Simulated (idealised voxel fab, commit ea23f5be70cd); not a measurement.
Process module name: voxel air gaps
Cross-section cut: width 170 nm, square cells of 5 nm.
Cross-section format: a grid of square cells, given as bands from top to bottom; each band is one or more rows of cells. Within each band entry, the heights of the top and of the bottom of the band appear first, in that order and in nm; the materials of the band then follow from left to right, each with its corresponding width in nm. The designation "throughout" on a single material indicates that it fills the band from edge to edge; the designation "blank" indicates empty space. Heights are reckoned from 0. Under this level, the received wafer is all of one material. The bottommost band is open-ended downward, for example "0 -> down". Per-row width for "30 to 40": begins at first number (top row of band), ends at second number (bottom row), increment between rows held constant. When a step is marked "identical to before", none of the cells in the cross-section changed during that step. Reported under the label "Trapped void list" are the empty spaces having no open way to the top and comprising 8 cells or more; the notation for each is width x height at distance, in which the distance is measured from the left edge and all three values are in nm. On a step's line, text after the settings is the simulator commenting on that step. A step's line can hold "overlay nm"; with a mask on that step, the setting says how far right of the planned place the mask lay, while a negative setting says it lay to the left. Each pair of cross-sections that follows straddles one process step: the one shows the state before the step, the other the state after it, down to the lowest band that changed and no further. The step in question, and its settings, are given under the pair. Note that a pair is not necessarily a continuation of the pair above it, since pairs can come from different runs of this module on the same starting wafer; it is a continuation only where its entry headed "Structure before processing" says so.

Structure before processing:
- 0 -> down | Si throughout
- Trapped void list: none

State After Step:
- 10 -> 0 | SiO2 throughout
- Below a height of 0, the structure has not been altered.
- Trapped void list: none
The structure goes from the before cross-section above to the after cross-section through CONFORMAL_DEP [material SiO2] [thk nm 10]

Structure before processing: the cross-section after the pair above

State After Step:
- 15 -> 10 | SiN throughout
- Below a height of 10, the structure has not been altered.
- Trapped void list: none
The structure goes from the before cross-section above to the after cross-section through CONFORMAL_DEP [material SiN] [thk nm 5]

Structure before processing: the cross-section after the pair above

State After Step:
- 55 -> 15 | lowk throughout
- Below a height of 15, the structure has not been altered.
- Trapped void list: none
The structure goes from the before cross-section above to the after cross-section through DIRECTIONAL_DEP [material lowk] [thk nm 40]

Structure before processing: the cross-section after the pair above

State After Step:
- 65 -> 55 | aC throughout
- Below a height of 55, the structure has not been altered.
- Trapped void list: none
The structure goes from the before cross-section above to the after cross-section through DIRECTIONAL_DEP [material aC] [thk nm 10]

Structure before processing: the cross-section after the pair above

State After Step:
- 90 -> 65 | 30 of resist  20 of blank  25 of resist  20 of blank  25 of resist  20 of blank  30 of resist
- Below a height of 65, the structure has not been altered.
- Trapped void list: none
The structure goes from the before cross-section above to the after cross-section through PATTERN [tone open] [mask id LINES] [material resist] [width nm 20] [pitch nm 45] [thk nm 25] [overlay nm 0]

Structure before processing: the cross-section after the pair above

State After Step:
- 80 -> 65 | 30 of resist  20 of blank  25 of resist  20 of blank  25 of resist  20 of blank  30 of resist
- 65 -> 55 | 30 of aC  20 of blank  25 of aC  20 of blank  25 of aC  20 of blank  30 of aC
- Below a height of 55, the structure has not been altered.
- Trapped void list: none
The structure goes from the before cross-section above to the after cross-section through DIRECTIONAL_ETCH [etch materials aC] [depth nm 10]

Structure before processing: the cross-section after the pair above

State After Step:
- 65 -> 55 | 30 of aC  20 of blank  25 of aC  20 of blank  25 of aC  20 of blank  30 of aC
- Below a height of 55, the structure has not been altered.
- Trapped void list: none
The structure goes from the before cross-section above to the after cross-section through STRIP [etch materials resist]

Structure before processing: the cross-section after the pair above

State After Step:
- 65 -> 55 | 30 of aC  20 of blank  25 of aC  20 of blank  25 of aC  20 of blank  30 of aC
- 55 -> 15 | 30 of lowk  20 of blank  25 of lowk  20 of blank  25 of lowk  20 of blank  30 of lowk
- Below a height of 15, the structure has not been altered.
- Trapped void list: none
The structure goes from the before cross-section above to the after cross-section through DIRECTIONAL_ETCH [etch materials lowk] [depth nm 40]

Structure before processing: the cross-section after the pair above

State After Step:
- 55 -> 15 | 30 of lowk  20 of blank  25 of lowk  20 of blank  25 of lowk  20 of blank  30 of lowk
- Below a height of 15, the structure has not been altered.
- Trapped void list: none
The structure goes from the before cross-section above to the after cross-section through STRIP [etch materials aC]

Structure before processing: the cross-section after the pair above

State After Step:
- 60 -> 55 | 35 of TiN  10 of blank  35 of TiN  10 of blank  35 of TiN  10 of blank  35 of TiN
- 55 -> 20 | 30 of lowk  5 of TiN  10 of blank  5 of TiN  25 of lowk  5 of TiN  10 of blank  5 of TiN  25 of lowk  5 of TiN  10 of blank  5 of TiN  30 of lowk
- 20 -> 15 | 30 of lowk  20 of TiN  25 of lowk  20 of TiN  25 of lowk  20 of TiN  30 of lowk
- Below a height of 15, the structure has not been altered.
- Trapped void list: none
The structure goes from the before cross-section above to the after cross-section through CONFORMAL_DEP [material TiN] [thk nm 5]

Structure before processing: the cross-section after the pair above

State After Step:
- 70 -> 60 | Ru throughout
- 60 -> 55 | 35 of TiN  10 of Ru  35 of TiN  10 of Ru  35 of TiN  10 of Ru  35 of TiN
- 55 -> 20 | 30 of lowk  5 of TiN  10 of Ru  5 of TiN  25 of lowk  5 of TiN  10 of Ru  5 of TiN  25 of lowk  5 of TiN  10 of Ru  5 of TiN  30 of lowk
- Below a height of 20, the structure has not been altered.
- Trapped void list: none
The structure goes from the before cross-section above to the after cross-section through FILL_DEP [material Ru] [thk nm 10]

Structure before processing: the cross-section after the pair above

State After Step:
- 55 -> 20 | 30 of lowk  5 of TiN  10 of Ru  5 of TiN  25 of lowk  5 of TiN  10 of Ru  5 of TiN  25 of lowk  5 of TiN  10 of Ru  5 of TiN  30 of lowk
- Below a height of 20, the structure has not been altered.
- Trapped void list: none
The structure goes from the before cross-section above to the after cross-section through CMP [height nm 55]

Structure before processing: the cross-section after the pair above

State After Step:
- 65 -> 55 | 20 of blank  40 of Ru  5 of blank  40 of Ru  5 of blank  40 of Ru  20 of blank
- Below a height of 55, the structure has not been altered.
- Trapped void list: none
The structure goes from the before cross-section above to the after cross-section through EPI [material Ru] [thk nm 10]

Structure before processing: the cross-section after the pair above

State After Step:
- 65 -> 55 | 20 of blank  40 of Ru  5 of blank  40 of Ru  5 of blank  40 of Ru  20 of blank
- 55 -> 20 | 30 of blank  5 of TiN  10 of Ru  5 of TiN  25 of blank  5 of TiN  10 of Ru  5 of TiN  25 of blank  5 of TiN  10 of Ru  5 of TiN  30 of blank
- 20 -> 15 | 30 of blank  20 of TiN  25 of blank  20 of TiN  25 of blank  20 of TiN  30 of blank
- Below a height of 15, the structure has not been altered.
- Trapped void list: none
The structure goes from the before cross-section above to the after cross-section through SELECTIVE_ETCH [etch materials lowk] [depth nm 50]

Structure before processing: the cross-section after the pair above

State After Step:
- 70 -> 65 | 15 of blank  140 of SiCN  15 of blank
- 65 -> 55 | 15 of blank  5 of SiCN  40 of Ru  5 of SiCN  40 of Ru  5 of SiCN  40 of Ru  5 of SiCN  15 of blank
- 55 -> 50 | 15 of blank  15 of SiCN  5 of TiN  10 of Ru  5 of TiN  25 of SiCN  5 of TiN  10 of Ru  5 of TiN  25 of SiCN  5 of TiN  10 of Ru  5 of TiN  15 of SiCN  15 of blank
- 50 -> 20 | 25 of blank  5 of SiCN  5 of TiN  10 of Ru  5 of TiN  5 of SiCN  15 of blank  5 of SiCN  5 of TiN  10 of Ru  5 of TiN  5 of SiCN  15 of blank  5 of SiCN  5 of TiN  10 of Ru  5 of TiN  5 of SiCN  25 of blank
- 20 -> 15 | 30 of SiCN  20 of TiN  25 of SiCN  20 of TiN  25 of SiCN  20 of TiN  30 of SiCN
- Below a height of 15, the structure has not been altered.
- Trapped void list: 15 x 30 at 55; 15 x 30 at 100
The structure goes from the before cross-section above to the after cross-section through CONFORMAL_DEP [material SiCN] [thk nm 5]

Structure before processing:
- 10 -> 0 | SiO2 throughout
- 0 -> down | Si throughout
- Trapped void list: none

State After Step:
- 50 -> 10 | lowk throughout
- Below a height of 10, the structure has not been altered.
- Trapped void list: none
The structure goes from the before cross-section above to the after cross-section through DIRECTIONAL_DEP [material lowk] [thk nm 40]

Structure before processing: the cross-section after the pair above

State After Step:
- 60 -> 50 | aC throughout
- Below a height of 50, the structure has not been altered.
- Trapped void list: none
The structure goes from the before cross-section above to the after cross-section through DIRECTIONAL_DEP [material aC] [thk nm 10]

Structure before processing: the cross-section after the pair above

State After Step:
- 85 -> 60 | 30 of resist  20 of blank  25 of resist  20 of blank  25 of resist  20 of blank  30 of resist
- Below a height of 60, the structure has not been altered.
- Trapped void list: none
The structure goes from the before cross-section above to the after cross-section through PATTERN [tone open] [mask id LINES] [material resist] [width nm 20] [pitch nm 45] [thk nm 25] [overlay nm 0]

Structure before processing: the cross-section after the pair above

State After Step:
- 75 -> 60 | 30 of resist  20 of blank  25 of resist  20 of blank  25 of resist  20 of blank  30 of resist
- 60 -> 50 | 30 of aC  20 of blank  25 of aC  20 of blank  25 of aC  20 of blank  30 of aC
- Below a height of 50, the structure has not been altered.
- Trapped void list: none
The structure goes from the before cross-section above to the after cross-section through DIRECTIONAL_ETCH [etch materials aC] [depth nm 10]

Structure before processing: the cross-section after the pair above

State After Step:
- 60 -> 50 | 30 of aC  20 of blank  25 of aC  20 of blank  25 of aC  20 of blank  30 of aC
- Below a height of 50, the structure has not been altered.
- Trapped void list: none
The structure goes from the before cross-section above to the after cross-section through STRIP [etch materials resist]

Structure before processing: the cross-section after the pair above

State After Step:
- 60 -> 50 | 30 of aC  20 of blank  25 of aC  20 of blank  25 of aC  20 of blank  30 of aC
- 50 -> 10 | 30 of lowk  20 of blank  25 of lowk  20 of blank  25 of lowk  20 of blank  30 of lowk
- Below a height of 10, the structure has not been altered.
- Trapped void list: none
The structure goes from the before cross-section above to the after cross-section through DIRECTIONAL_ETCH [etch materials lowk] [depth nm 40]

Structure before processing: the cross-section after the pair above

State After Step:
- 50 -> 10 | 30 of lowk  20 of blank  25 of lowk  20 of blank  25 of lowk  20 of blank  30 of lowk
- Below a height of 10, the structure has not been altered.
- Trapped void list: none
The structure goes from the before cross-section above to the after cross-section through STRIP [etch materials aC]

Structure before processing: the cross-section after the pair above

State After Step:
- 55 -> 50 | 35 of TiN  10 of blank  35 of TiN  10 of blank  35 of TiN  10 of blank  35 of TiN
- 50 -> 15 | 30 of lowk  5 of TiN  10 of blank  5 of TiN  25 of lowk  5 of TiN  10 of blank  5 of TiN  25 of lowk  5 of TiN  10 of blank  5 of TiN  30 of lowk
- 15 -> 10 | 30 of lowk  20 of TiN  25 of lowk  20 of TiN  25 of lowk  20 of TiN  30 of lowk
- Below a height of 10, the structure has not been altered.
- Trapped void list: none
The structure goes from the before cross-section above to the after cross-section through CONFORMAL_DEP [material TiN] [thk nm 5]

Structure before processing: the cross-section after the pair above

State After Step:
- 65 -> 55 | Ru throughout
- 55 -> 50 | 35 of TiN  10 of Ru  35 of TiN  10 of Ru  35 of TiN  10 of Ru  35 of TiN
- 50 -> 15 | 30 of lowk  5 of TiN  10 of Ru  5 of TiN  25 of lowk  5 of TiN  10 of Ru  5 of TiN  25 of lowk  5 of TiN  10 of Ru  5 of TiN  30 of lowk
- Below a height of 15, the structure has not been altered.
- Trapped void list: none
The structure goes from the before cross-section above to the after cross-section through FILL_DEP [material Ru] [thk nm 10]

Structure before processing: the cross-section after the pair above

State After Step:
- 55 -> 50 | 35 of TiN  10 of Ru  35 of TiN  10 of Ru  35 of TiN  10 of Ru  35 of TiN
- Below a height of 50, the structure has not been altered.
- Trapped void list: none
The structure goes from the before cross-section above to the after cross-section through CMP [height nm 55]

Structure before processing: the cross-section after the pair above

State After Step:
- 65 -> 55 | Ru throughout
- Below a height of 55, the structure has not been altered.
- Trapped void list: none
The structure goes from the before cross-section above to the after cross-section through EPI [material Ru] [thk nm 10]

Structure before processing: the cross-section after the pair above

State After Step:
- 70 -> 65 | SiCN throughout
- Below a height of 65, the structure has not been altered.
- Trapped void list: none
The structure goes from the before cross-section above to the after cross-section through CONFORMAL_DEP [material SiCN] [thk nm 5]

Structure before processing:
- 65 -> 55 | 20 of blank  40 of Ru  5 of blank  40 of Ru  5 of blank  40 of Ru  20 of blank
- 55 -> 20 | 30 of lowk  5 of TiN  10 of Ru  5 of TiN  25 of lowk  5 of TiN  10 of Ru  5 of TiN  25 of lowk  5 of TiN  10 of Ru  5 of TiN  30 of lowk
- 20 -> 15 | 30 of lowk  20 of TiN  25 of lowk  20 of TiN  25 of lowk  20 of TiN  30 of lowk
- 15 -> 10 | SiN throughout
- 10 -> 0 | SiO2 throughout
- 0 -> down | Si throughout
- Trapped void list: none

State After Step:
- 75 -> 55 | 10 of blank  150 of Ru  10 of blank
- Below a height of 55, the structure has not been altered.
- Trapped void list: none
The structure goes from the before cross-section above to the after cross-section through EPI [material Ru] [thk nm 10]

Structure before processing: the cross-section after the pair above

State After Step:
- 75 -> 55 | 10 of blank  150 of Ru  10 of blank
- 55 -> 20 | 30 of blank  5 of TiN  10 of Ru  5 of TiN  25 of lowk  5 of TiN  10 of Ru  5 of TiN  25 of lowk  5 of TiN  10 of Ru  5 of TiN  30 of blank
- 20 -> 15 | 30 of blank  20 of TiN  25 of lowk  20 of TiN  25 of lowk  20 of TiN  30 of blank
- Below a height of 15, the structure has not been altered.
- Trapped void list: none
The structure goes from the before cross-section above to the after cross-section through SELECTIVE_ETCH [etch materials lowk] [depth nm 50]

Structure before processing: the cross-section after the pair above

State After Step:
- 80 -> 75 | 5 of blank  160 of SiCN  5 of blank
- 75 -> 55 | 5 of blank  5 of SiCN  150 of Ru  5 of SiCN  5 of blank
- 55 -> 50 | 5 of blank  25 of SiCN  5 of TiN  10 of Ru  5 of TiN  25 of lowk  5 of TiN  10 of Ru  5 of TiN  25 of lowk  5 of TiN  10 of Ru  5 of TiN  25 of SiCN  5 of blank
- 50 -> 20 | 25 of blank  5 of SiCN  5 of TiN  10 of Ru  5 of TiN  25 of lowk  5 of TiN  10 of Ru  5 of TiN  25 of lowk  5 of TiN  10 of Ru  5 of TiN  5 of SiCN  25 of blank
- 20 -> 15 | 30 of SiCN  20 of TiN  25 of lowk  20 of TiN  25 of lowk  20 of TiN  30 of SiCN
- Below a height of 15, the structure has not been altered.
- Trapped void list: none
The structure goes from the before cross-section above to the after cross-section through CONFORMAL_DEP [material SiCN] [thk nm 5]

Structure before processing:
- 50 -> 10 | lowk throughout
- 10 -> 0 | SiO2 throughout
- 0 -> down | Si throughout
- Trapped void list: none

State After Step:
- 55 -> 50 | SiN throughout
- Below a height of 50, the structure has not been altered.
- Trapped void list: none
The structure goes from the before cross-section above to the after cross-section through CONFORMAL_DEP [material SiN] [thk nm 5]

Structure before processing: the cross-section after the pair above

State After Step:
- 65 -> 55 | aC throughout
- Below a height of 55, the structure has not been altered.
- Trapped void list: none
The structure goes from the before cross-section above to the after cross-section through DIRECTIONAL_DEP [material aC] [thk nm 10]

Structure before processing: the cross-section after the pair above

State After Step:
- 90 -> 65 | 30 of resist  20 of blank  25 of resist  20 of blank  25 of resist  20 of blank  30 of resist
- Below a height of 65, the structure has not been altered.
- Trapped void list: none
The structure goes from the before cross-section above to the after cross-section through PATTERN [tone open] [mask id LINES] [material resist] [width nm 20] [pitch nm 45] [thk nm 25] [overlay nm 0]

Structure before processing: the cross-section after the pair above

State After Step:
- 80 -> 65 | 30 of resist  20 of blank  25 of resist  20 of blank  25 of resist  20 of blank  30 of resist
- 65 -> 55 | 30 of aC  20 of blank  25 of aC  20 of blank  25 of aC  20 of blank  30 of aC
- Below a height of 55, the structure has not been altered.
- Trapped void list: none
The structure goes from the before cross-section above to the after cross-section through DIRECTIONAL_ETCH [etch materials aC] [depth nm 10]

Structure before processing: the cross-section after the pair above

State After Step:
- 65 -> 55 | 30 of aC  20 of blank  25 of aC  20 of blank  25 of aC  20 of blank  30 of aC
- Below a height of 55, the structure has not been altered.
- Trapped void list: none
The structure goes from the before cross-section above to the after cross-section through STRIP [etch materials resist]

Structure before processing: the cross-section after the pair above

State After Step:
- 55 -> 50 | SiN throughout
- Below a height of 50, the structure has not been altered.
- Trapped void list: none
The structure goes from the before cross-section above to the after cross-section through STRIP [etch materials aC]

Structure before processing: the cross-section after the pair above

State After Step:
- 60 -> 55 | TiN throughout
- Below a height of 55, the structure has not been altered.
- Trapped void list: none
The structure goes from the before cross-section above to the after cross-section through CONFORMAL_DEP [material TiN] [thk nm 5]

Structure before processing: the cross-section after the pair above

State After Step:
- 70 -> 60 | Ru throughout
- Below a height of 60, the structure has not been altered.
- Trapped void list: none
The structure goes from the before cross-section above to the after cross-section through FILL_DEP [material Ru] [thk nm 10]

Structure before processing: the cross-section after the pair above

State After Step:
- 55 -> 50 | SiN throughout
- Below a height of 50, the structure has not been altered.
- Trapped void list: none
The structure goes from the before cross-section above to the after cross-section through CMP [height nm 55]

Structure before processing: the cross-section after the pair above

State After Step:
- 60 -> 55 | SiCN throughout
- Below a height of 55, the structure has not been altered.
- Trapped void list: none
The structure goes from the before cross-section above to the after cross-section through CONFORMAL_DEP [material SiCN] [thk nm 5]

Structure before processing:
- 65 -> 55 | 20 of blank  40 of Ru  5 of blank  40 of Ru  5 of blank  40 of Ru  20 of blank
- 55 -> 20 | 30 of blank  5 of TiN  10 of Ru  5 of TiN  25 of blank  5 of TiN  10 of Ru  5 of TiN  25 of blank  5 of TiN  10 of Ru  5 of TiN  30 of blank
- 20 -> 15 | 30 of blank  20 of TiN  25 of blank  20 of TiN  25 of blank  20 of TiN  30 of blank
- 15 -> 10 | SiN throughout
- 10 -> 0 | SiO2 throughout
- 0 -> down | Si throughout
- Trapped void list: none

State After Step:
- 80 -> 65 | 5 of blank  160 of SiCN  5 of blank
- 65 -> 55 | 5 of blank  15 of SiCN  40 of Ru  5 of SiCN  40 of Ru  5 of SiCN  40 of Ru  15 of SiCN  5 of blank
- 55 -> 50 | 5 of blank  25 of SiCN  5 of TiN  10 of Ru  5 of TiN  25 of SiCN  5 of TiN  10 of Ru  5 of TiN  25 of SiCN  5 of TiN  10 of Ru  5 of TiN  25 of SiCN  5 of blank
- 50 -> 40 | 5 of blank  25 of SiCN  5 of TiN  10 of Ru  5 of TiN  5 of SiCN  15 of blank  5 of SiCN  5 of TiN  10 of Ru  5 of TiN  5 of SiCN  15 of blank  5 of SiCN  5 of TiN  10 of Ru  5 of TiN  25 of SiCN  5 of blank
- 40 -> 30 | 15 of blank  15 of SiCN  5 of TiN  10 of Ru  5 of TiN  5 of SiCN  15 of blank  5 of SiCN  5 of TiN  10 of Ru  5 of TiN  5 of SiCN  15 of blank  5 of SiCN  5 of TiN  10 of Ru  5 of TiN  15 of SiCN  15 of blank
- 30 -> 20 | 30 of SiCN  5 of TiN  10 of Ru  5 of TiN  5 of SiCN  15 of blank  5 of SiCN  5 of TiN  10 of Ru  5 of TiN  5 of SiCN  15 of blank  5 of SiCN  5 of TiN  10 of Ru  5 of TiN  30 of SiCN
- 20 -> 15 | 30 of SiCN  20 of TiN  25 of SiCN  20 of TiN  25 of SiCN  20 of TiN  30 of SiCN
- Below a height of 15, the structure has not been altered.
- Trapped void list: 15 x 30 at 55; 15 x 30 at 100
The structure goes from the before cross-section above to the after cross-section through CONFORMAL_DEP [material SiCN] [thk nm 15]

Structure before processing:
- 65 -> 55 | aC throughout
- 55 -> 15 | lowk throughout
- 15 -> 10 | SiN throughout
- 10 -> 0 | SiO2 throughout
- 0 -> down | Si throughout
- Trapped void list: none

State After Step:
- 90 -> 65 | 35 of resist  15 of blank  30 of resist  15 of blank  30 of resist  15 of blank  30 of resist
- Below a height of 65, the structure has not been altered.
- Trapped void list: none
The structure goes from the before cross-section above to the after cross-section through PATTERN [tone open] [mask id LINES] [material resist] [width nm 15] [pitch nm 45] [thk nm 25] [overlay nm 0]

Structure before processing: the cross-section after the pair above

State After Step:
- 80 -> 65 | 35 of resist  15 of blank  30 of resist  15 of blank  30 of resist  15 of blank  30 of resist
- 65 -> 55 | 35 of aC  15 of blank  30 of aC  15 of blank  30 of aC  15 of blank  30 of aC
- Below a height of 55, the structure has not been altered.
- Trapped void list: none
The structure goes from the before cross-section above to the after cross-section through DIRECTIONAL_ETCH [etch materials aC] [depth nm 10]

Structure before processing: the cross-section after the pair above

State After Step:
- 65 -> 55 | 35 of aC  15 of blank  30 of aC  15 of blank  30 of aC  15 of blank  30 of aC
- Below a height of 55, the structure has not been altered.
- Trapped void list: none
The structure goes from the before cross-section above to the after cross-section through STRIP [etch materials resist]

Structure before processing: the cross-section after the pair above

State After Step:
- 65 -> 55 | 35 of aC  15 of blank  30 of aC  15 of blank  30 of aC  15 of blank  30 of aC
- 55 -> 15 | 35 of lowk  15 of blank  30 of lowk  15 of blank  30 of lowk  15 of blank  30 of lowk
- Below a height of 15, the structure has not been altered.
- Trapped void list: none
The structure goes from the before cross-section above to the after cross-section through DIRECTIONAL_ETCH [etch materials lowk] [depth nm 40]

Structure before processing: the cross-section after the pair above

State After Step:
- 55 -> 15 | 35 of lowk  15 of blank  30 of lowk  15 of blank  30 of lowk  15 of blank  30 of lowk
- Below a height of 15, the structure has not been altered.
- Trapped void list: none
The structure goes from the before cross-section above to the after cross-section through STRIP [etch materials aC]

Structure before processing: the cross-section after the pair above

State After Step:
- 60 -> 55 | 40 of TiN  5 of blank  40 of TiN  5 of blank  40 of TiN  5 of blank  35 of TiN
- 55 -> 20 | 35 of lowk  5 of TiN  5 of blank  5 of TiN  30 of lowk  5 of TiN  5 of blank  5 of TiN  30 of lowk  5 of TiN  5 of blank  5 of TiN  30 of lowk
- 20 -> 15 | 35 of lowk  15 of TiN  30 of lowk  15 of TiN  30 of lowk  15 of TiN  30 of lowk
- Below a height of 15, the structure has not been altered.
- Trapped void list: none
The structure goes from the before cross-section above to the after cross-section through CONFORMAL_DEP [material TiN] [thk nm 5]

Structure before processing: the cross-section after the pair above

State After Step:
- 70 -> 60 | Ru throughout
- 60 -> 55 | 40 of TiN  5 of Ru  40 of TiN  5 of Ru  40 of TiN  5 of Ru  35 of TiN
- 55 -> 20 | 35 of lowk  5 of TiN  5 of Ru  5 of TiN  30 of lowk  5 of TiN  5 of Ru  5 of TiN  30 of lowk  5 of TiN  5 of Ru  5 of TiN  30 of lowk
- Below a height of 20, the structure has not been altered.
- Trapped void list: none
The structure goes from the before cross-section above to the after cross-section through FILL_DEP [material Ru] [thk nm 10]

Structure before processing: the cross-section after the pair above

State After Step:
- 55 -> 20 | 35 of lowk  5 of TiN  5 of Ru  5 of TiN  30 of lowk  5 of TiN  5 of Ru  5 of TiN  30 of lowk  5 of TiN  5 of Ru  5 of TiN  30 of lowk
- Below a height of 20, the structure has not been altered.
- Trapped void list: none
The structure goes from the before cross-section above to the after cross-section through CMP [height nm 55]

Structure before processing: the cross-section after the pair above

State After Step:
- 65 -> 55 | 25 of blank  35 of Ru  10 of blank  35 of Ru  10 of blank  35 of Ru  20 of blank
- Below a height of 55, the structure has not been altered.
- Trapped void list: none
The structure goes from the before cross-section above to the after cross-section through EPI [material Ru] [thk nm 10]

Structure before processing: the cross-section after the pair above

State After Step:
- 65 -> 55 | 25 of blank  35 of Ru  10 of blank  35 of Ru  10 of blank  35 of Ru  20 of blank
- 55 -> 20 | 35 of blank  5 of TiN  5 of Ru  5 of TiN  30 of blank  5 of TiN  5 of Ru  5 of TiN  30 of blank  5 of TiN  5 of Ru  5 of TiN  30 of blank
- 20 -> 15 | 35 of blank  15 of TiN  30 of blank  15 of TiN  30 of blank  15 of TiN  30 of blank
- Below a height of 15, the structure has not been altered.
- Trapped void list: none
The structure goes from the before cross-section above to the after cross-section through SELECTIVE_ETCH [etch materials lowk] [depth nm 50]

Structure before processing: the cross-section after the pair above

State After Step:
- 70 -> 65 | 20 of blank  135 of SiCN  15 of blank
- 65 -> 55 | 20 of blank  5 of SiCN  35 of Ru  10 of SiCN  35 of Ru  10 of SiCN  35 of Ru  5 of SiCN  15 of blank
- 55 -> 50 | 20 of blank  15 of SiCN  5 of TiN  5 of Ru  5 of TiN  30 of SiCN  5 of TiN  5 of Ru  5 of TiN  30 of SiCN  5 of TiN  5 of Ru  5 of TiN  15 of SiCN  15 of blank
- 50 -> 20 | 30 of blank  5 of SiCN  5 of TiN  5 of Ru  5 of TiN  5 of SiCN  20 of blank  5 of SiCN  5 of TiN  5 of Ru  5 of TiN  5 of SiCN  20 of blank  5 of SiCN  5 of TiN  5 of Ru  5 of TiN  5 of SiCN  25 of blank
- 20 -> 15 | 35 of SiCN  15 of TiN  30 of SiCN  15 of TiN  30 of SiCN  15 of TiN  30 of SiCN
- Below a height of 15, the structure has not been altered.
- Trapped void list: 20 x 30 at 55; 20 x 30 at 100
The structure goes from the before cross-section above to the after cross-section through CONFORMAL_DEP [material SiCN] [thk nm 5]

Structure before processing:
- 65 -> 55 | aC throughout
- 55 -> 15 | lowk throughout
- 15 -> 10 | SiN throughout
- 10 -> 0 | SiO2 throughout
- 0 -> down | Si throughout
- Trapped void list: none

State After Step:
- 90 -> 65 | 35 of resist  20 of blank  25 of resist  20 of blank  25 of resist  20 of blank  25 of resist
- Below a height of 65, the structure has not been altered.
- Trapped void list: none
The structure goes from the before cross-section above to the after cross-section through PATTERN [tone open] [mask id LINES] [material resist] [width nm 20] [pitch nm 45] [thk nm 25] [overlay nm 5]

Structure before processing: the cross-section after the pair above

State After Step:
- 80 -> 65 | 35 of resist  20 of blank  25 of resist  20 of blank  25 of resist  20 of blank  25 of resist
- 65 -> 55 | 35 of aC  20 of blank  25 of aC  20 of blank  25 of aC  20 of blank  25 of aC
- Below a height of 55, the structure has not been altered.
- Trapped void list: none
The structure goes from the before cross-section above to the after cross-section through DIRECTIONAL_ETCH [etch materials aC] [depth nm 10]

Structure before processing: the cross-section after the pair above

State After Step:
- 65 -> 55 | 35 of aC  20 of blank  25 of aC  20 of blank  25 of aC  20 of blank  25 of aC
- Below a height of 55, the structure has not been altered.
- Trapped void list: none
The structure goes from the before cross-section above to the after cross-section through STRIP [etch materials resist]

Structure before processing: the cross-section after the pair above

State After Step:
- 65 -> 55 | 35 of aC  20 of blank  25 of aC  20 of blank  25 of aC  20 of blank  25 of aC
- 55 -> 15 | 35 of lowk  20 of blank  25 of lowk  20 of blank  25 of lowk  20 of blank  25 of lowk
- Below a height of 15, the structure has not been altered.
- Trapped void list: none
The structure goes from the before cross-section above to the after cross-section through DIRECTIONAL_ETCH [etch materials lowk] [depth nm 40]

Structure before processing: the cross-section after the pair above

State After Step:
- 55 -> 15 | 35 of lowk  20 of blank  25 of lowk  20 of blank  25 of lowk  20 of blank  25 of lowk
- Below a height of 15, the structure has not been altered.
- Trapped void list: none
The structure goes from the before cross-section above to the after cross-section through STRIP [etch materials aC]

Structure before processing: the cross-section after the pair above

State After Step:
- 60 -> 55 | 40 of TiN  10 of blank  35 of TiN  10 of blank  35 of TiN  10 of blank  30 of TiN
- 55 -> 20 | 35 of lowk  5 of TiN  10 of blank  5 of TiN  25 of lowk  5 of TiN  10 of blank  5 of TiN  25 of lowk  5 of TiN  10 of blank  5 of TiN  25 of lowk
- 20 -> 15 | 35 of lowk  20 of TiN  25 of lowk  20 of TiN  25 of lowk  20 of TiN  25 of lowk
- Below a height of 15, the structure has not been altered.
- Trapped void list: none
The structure goes from the before cross-section above to the after cross-section through CONFORMAL_DEP [material TiN] [thk nm 5]

Structure before processing: the cross-section after the pair above

State After Step:
- 70 -> 60 | Ru throughout
- 60 -> 55 | 40 of TiN  10 of Ru  35 of TiN  10 of Ru  35 of TiN  10 of Ru  30 of TiN
- 55 -> 20 | 35 of lowk  5 of TiN  10 of Ru  5 of TiN  25 of lowk  5 of TiN  10 of Ru  5 of TiN  25 of lowk  5 of TiN  10 of Ru  5 of TiN  25 of lowk
- Below a height of 20, the structure has not been altered.
- Trapped void list: none
The structure goes from the before cross-section above to the after cross-section through FILL_DEP [material Ru] [thk nm 10]

Structure before processing: the cross-section after the pair above

State After Step:
- 55 -> 20 | 35 of lowk  5 of TiN  10 of Ru  5 of TiN  25 of lowk  5 of TiN  10 of Ru  5 of TiN  25 of lowk  5 of TiN  10 of Ru  5 of TiN  25 of lowk
- Below a height of 20, the structure has not been altered.
- Trapped void list: none
The structure goes from the before cross-section above to the after cross-section through CMP [height nm 55]

Structure before processing: the cross-section after the pair above

State After Step:
- 65 -> 55 | 25 of blank  40 of Ru  5 of blank  40 of Ru  5 of blank  40 of Ru  15 of blank
- Below a height of 55, the structure has not been altered.
- Trapped void list: none
The structure goes from the before cross-section above to the after cross-section through EPI [material Ru] [thk nm 10]

Structure before processing: the cross-section after the pair above

State After Step:
- 65 -> 55 | 25 of blank  40 of Ru  5 of blank  40 of Ru  5 of blank  40 of Ru  15 of blank
- 55 -> 20 | 35 of blank  5 of TiN  10 of Ru  5 of TiN  25 of blank  5 of TiN  10 of Ru  5 of TiN  25 of blank  5 of TiN  10 of Ru  5 of TiN  25 of blank
- 20 -> 15 | 35 of blank  20 of TiN  25 of blank  20 of TiN  25 of blank  20 of TiN  25 of blank
- Below a height of 15, the structure has not been altered.
- Trapped void list: none
The structure goes from the before cross-section above to the after cross-section through SELECTIVE_ETCH [etch materials lowk] [depth nm 50]

Structure before processing: the cross-section after the pair above

State After Step:
- 70 -> 65 | 20 of blank  140 of SiCN  10 of blank
- 65 -> 55 | 20 of blank  5 of SiCN  40 of Ru  5 of SiCN  40 of Ru  5 of SiCN  40 of Ru  5 of SiCN  10 of blank
- 55 -> 50 | 20 of blank  15 of SiCN  5 of TiN  10 of Ru  5 of TiN  25 of SiCN  5 of TiN  10 of Ru  5 of TiN  25 of SiCN  5 of TiN  10 of Ru  5 of TiN  15 of SiCN  10 of blank
- 50 -> 20 | 30 of blank  5 of SiCN  5 of TiN  10 of Ru  5 of TiN  5 of SiCN  15 of blank  5 of SiCN  5 of TiN  10 of Ru  5 of TiN  5 of SiCN  15 of blank  5 of SiCN  5 of TiN  10 of Ru  5 of TiN  5 of SiCN  20 of blank
- 20 -> 15 | 35 of SiCN  20 of TiN  25 of SiCN  20 of TiN  25 of SiCN  20 of TiN  25 of SiCN
- Below a height of 15, the structure has not been altered.
- Trapped void list: 15 x 30 at 60; 15 x 30 at 105
The structure goes from the before cross-section above to the after cross-section through CONFORMAL_DEP [material SiCN] [thk nm 5]
